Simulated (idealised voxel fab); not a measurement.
Documented hereafter: the process module known as voxel released beams.
We display cut, a cross-section 245 nm in width whose square cells are each 5 nm.
Throughout this document, each cross-section is represented as a grid of square cells and is presented as a sequence of bands enumerated from the top downward, where a band comprises one or more rows of cells. Per band: top height and bottom height in nm, followed by the left-to-right materials and their widths in nm; "edge to edge" marks a single material spanning edge to edge, "air" marks empty space. Note: height 0 marks the level under which the wafer is uniformly one material as received. Lowest band unbounded below, written "0 down". A width such as "30->40" changes by the same amount from each row of cells to the next, from the band's top row to its bottom row. "all unchanged" for a step: no cell of the cross-section changed in that step. In the "Closed internal cavities" entry, you get each enclosed empty space of 8 cells or more, one with no open way to the top, written width x height at distance, distance from the left edge, in nm. If you see something after the settings on a step's line, that's the simulator's own remark about that step. What "overlay nm" on a step's line means: if the step has a mask, that mask lay this far to the right of its planned place, or, when the value is negative, to the left.
Plan
1: RECEIVE | material Si
2: CONFORMAL_DEP | material Al2O3 | thk nm 10
3: DIRECTIONAL_DEP | material SiO2 | thk nm 20
4: MASKED_ETCH | tone open | mask id ANCHOR | width nm 45 | etch materials SiO2 | depth nm 20 | overlay nm 0
5: CONFORMAL_DEP | material polySi | thk nm 15
6: MASKED_ETCH | tone cover | mask id BEAM | width nm 105 | etch materials polySi | depth nm 15 | overlay nm -15
7: STRIP | etch materials SiO2
Among the wafers covered here, the point of difference is the overlay nm at step 6; their starting state is shared, and the plan presents the value of the first wafer.
The first of several wafers in cross-section, exactly as it reached us after step 1
    0 down: Si edge to edge
    Closed internal cavities: none
Wafer rows; end of module; cells per material since receipt: (+) gained, (-) lost; then closed voids
overlay nm -15 | +98 Al2O3 | +87 polySi | Closed internal cavities: none
overlay nm -10 | +98 Al2O3 | +87 polySi | Closed internal cavities: none
overlay nm -5 | +98 Al2O3 | +87 polySi | Closed internal cavities: none
overlay nm 0 | +98 Al2O3 | +87 polySi | Closed internal cavities: none
overlay nm 5 | +98 Al2O3 | +87 polySi | Closed internal cavities: none
overlay nm 10 | +98 Al2O3 | +87 polySi | Closed internal cavities: none
overlay nm 15 | +98 Al2O3 | +87 polySi | Closed internal cavities: none
